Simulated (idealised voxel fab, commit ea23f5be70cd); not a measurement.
The process module presented herein is designated voxel wiring stack.
In the cross-section labelled cut, the width is 275 nm and each square cell is 5 nm.
Think of the cross-section as a grid of square cells. We describe it in bands, top to bottom, and each band covers one or more rows of those cells. The entry gives the band's vertical extent as a top height and a bottom height in nm, then its horizontal make-up as materials from left to right, each with a width in nm. "air" stands for empty space; a single material marked "full width" fills the band edge to edge. Heights from 0 (as-received wafer is one material below). Bottom band endless downward, as "from 0 down". Note: "30->40" means the width goes from the first number (top row of the band) to the second number (bottom row) in equal steps per row of cells. No cell of the cross-section changed in a step that is given as "left unchanged". "Closed voids list" contains a list of empty spaces, each no smaller than 8 cells and without an open way to the top, written in the form width x height at distance with the distance from the left edge and all three in nm. What comes after the settings on a step's line is commentary from the simulator itself on that step. The setting "overlay nm" may be written on the line of a step. When the step uses a mask, the value reports how far to the right of the planned place the mask lay, and a negative value reports that it lay to the left.

Steps planned for the process
1: op RECEIVE | material Si
2: op CONFORMAL_DEP | material SiO2 | thk nm 10
3: op DIRECTIONAL_DEP | material TiN | thk nm 5
4: op DIRECTIONAL_DEP | material W | thk nm 25
5: op PATTERN | tone cover | mask id METAL_1 | material resist | width nm 20 | pitch nm 35 | thk nm 15 | overlay nm 0
6: op DIRECTIONAL_ETCH | etch materials W | depth nm 25
7: op DIRECTIONAL_ETCH | etch materials TiN | depth nm 5
8: op STRIP | etch materials resist
9: op FILL_DEP | material lowk | thk nm 5
10: op CMP | height nm 40
11: op CONFORMAL_DEP | material SiCN | thk nm 5
12: op DIRECTIONAL_DEP | material SiO2 | thk nm 15
13: op PATTERN | tone open | mask id PLUG_1 | material resist | width nm 15 | pitch nm 70 | thk nm 20 | overlay nm 0
14: op DIRECTIONAL_ETCH | etch materials SiO2 | depth nm 15
15: op DIRECTIONAL_ETCH | etch materials SiCN | depth nm 5
16: op STRIP | etch materials resist
17: op EPI | material Ru | thk nm 10
18: op EPI | material Ru | thk nm 10
19: op DIRECTIONAL_DEP | material TiN | thk nm 5
20: op DIRECTIONAL_DEP | material W | thk nm 25
21: op DIRECTIONAL_DEP | material aC | thk nm 15
22: op PATTERN | tone cover | mask id METAL_2 | material resist | width nm 20 | pitch nm 35 | thk nm 30 | overlay nm 0
23: op DIRECTIONAL_ETCH | etch materials aC | depth nm 15
24: op STRIP | etch materials resist
25: op DIRECTIONAL_ETCH | etch materials W | depth nm 25
26: op DIRECTIONAL_ETCH | etch materials TiN | depth nm 5
27: op STRIP | etch materials aC
28: op FILL_DEP | material lowk | thk nm 5
29: op CMP | height nm 90
30: op CONFORMAL_DEP | material SiCN | thk nm 5
31: op DIRECTIONAL_DEP | material SiO2 | thk nm 10
32: op DIRECTIONAL_DEP | material aC | thk nm 10
33: op PATTERN | tone open | mask id PLUG_2 | material resist | width nm 15 | pitch nm 70 | thk nm 25 | overlay nm 0
34: op DIRECTIONAL_ETCH | etch materials aC | depth nm 10
35: op STRIP | etch materials resist
36: op DIRECTIONAL_ETCH | etch materials SiO2 | depth nm 10
37: op DIRECTIONAL_ETCH | etch materials SiCN | depth nm 5
38: op STRIP | etch materials aC
39: op CONFORMAL_DEP | material TiN | thk nm 5
40: op FILL_DEP | material Ru | thk nm 5
41: op CMP | height nm 105
42: op CONFORMAL_DEP | material SiN | thk nm 5
43: op DIRECTIONAL_DEP | material SiO2 | thk nm 15
44: op PATTERN | tone open | mask id METAL_3 | material resist | width nm 20 | pitch nm 35 | thk nm 20 | overlay nm 0
45: op DIRECTIONAL_ETCH | etch materials SiO2 | depth nm 15
46: op DIRECTIONAL_ETCH | etch materials SiN | depth nm 5
47: op STRIP | etch materials resist
48: op CONFORMAL_DEP | material TiN | thk nm 5
49: op FILL_DEP | material Cu | thk nm 10
50: op CMP | height nm 125
51: op EPI | material Ru | thk nm 5
52: op FILL_DEP | material SiCN | thk nm 5

This is the cross-section of the wafer as we received it, i.e. after step 1
- from 0 down | Si full width
- Closed voids list: none

As-planned run: cross-section of the first of two wafers at end of module
- from 135 to 130 | SiCN full width
- from 130 to 125 | SiCN 85 / Ru 30 / SiCN 5 / Ru 30 / SiCN 5 / Ru 30 / SiCN 90
- from 125 to 110 | SiO2 90 / TiN 5 / Cu 10 / TiN 5 / SiO2 15 / TiN 5 / Cu 10 / TiN 5 / SiO2 15 / TiN 5 / Cu 10 / TiN 5 / SiO2 95
- from 110 to 105 | SiN 90 / TiN 20 / SiN 15 / TiN 20 / SiN 15 / TiN 20 / SiN 95
- from 105 to 95 | SiO2 90 / TiN 5 / Ru 5 / TiN 5 / SiO2 55 / TiN 5 / Ru 5 / TiN 5 / SiO2 100
- from 95 to 90 | SiCN 90 / TiN 15 / SiCN 55 / TiN 15 / SiCN 100
- from 90 to 65 | lowk 90 / W 20 / lowk 15 / W 20 / lowk 15 / W 20 / lowk 95
- from 65 to 60 | lowk 90 / TiN 20 / lowk 15 / TiN 20 / lowk 15 / TiN 20 / lowk 95
- from 60 to 45 | SiO2 90 / Ru 15 / SiO2 55 / Ru 15 / SiO2 100
- from 45 to 40 | SiCN 90 / Ru 15 / SiCN 55 / Ru 15 / SiCN 100
- from 40 to 15 | lowk 90 / W 20 / lowk 15 / W 20 / lowk 15 / W 20 / lowk 95
- from 15 to 10 | lowk 90 / TiN 20 / lowk 15 / TiN 20 / lowk 15 / TiN 20 / lowk 95
- from 10 to 0 | SiO2 full width
- from 0 down | Si full width
- Closed voids list: none

Cross-sectional view: second of two wafers, end of module; start and plan identical to the first, one mistake in running
- from 135 to 130 | SiCN full width
- from 130 to 125 | SiCN 85 / Ru 30 / SiCN 5 / Ru 30 / SiCN 5 / Ru 30 / SiCN 90
- from 125 to 110 | SiO2 90 / TiN 5 / Cu 10 / TiN 5 / SiO2 15 / TiN 5 / Cu 10 / TiN 5 / SiO2 15 / TiN 5 / Cu 10 / TiN 5 / SiO2 95
- from 110 to 105 | SiN 90 / TiN 20 / SiN 15 / TiN 20 / SiN 15 / TiN 20 / SiN 95
- from 105 to 95 | SiO2 90 / TiN 5 / Ru 5 / TiN 5 / SiO2 55 / TiN 5 / Ru 5 / TiN 5 / SiO2 100
- from 95 to 90 | SiCN 90 / TiN 15 / SiCN 55 / TiN 15 / SiCN 100
- from 90 to 75 | lowk 90 / W 20 / lowk 15 / W 20 / lowk 15 / W 20 / lowk 95
- from 75 to 65 | Ru full width
- from 65 to 60 | TiN 90 / Ru 15 / TiN 55 / Ru 15 / TiN 100
- from 60 to 55 | SiO2 90 / Ru 15 / SiO2 55 / Ru 15 / SiO2 100
- from 55 to 50 | SiO2 90 / TiN 15 / SiO2 55 / TiN 15 / SiO2 100
- from 50 to 45 | SiO2 90 / Ru 15 / SiO2 55 / Ru 15 / SiO2 100
- from 45 to 40 | SiCN 90 / Ru 15 / SiCN 55 / Ru 15 / SiCN 100
- from 40 to 15 | lowk 90 / W 20 / lowk 15 / W 20 / lowk 15 / W 20 / lowk 95
- from 15 to 10 | lowk 90 / TiN 20 / lowk 15 / TiN 20 / lowk 15 / TiN 20 / lowk 95
- from 10 to 0 | SiO2 full width
- from 0 down | Si full width
- Closed voids list: none
It is concluded that the wafer was processed incorrectly with respect to the plan, in that contrary to the plan, steps 18 and 19 were processed in exchanged order
Final comparison by cell count, materials where the second wafer has more or fewer than the first: +110 Ru, +43 TiN, -24 W, -129 lowk
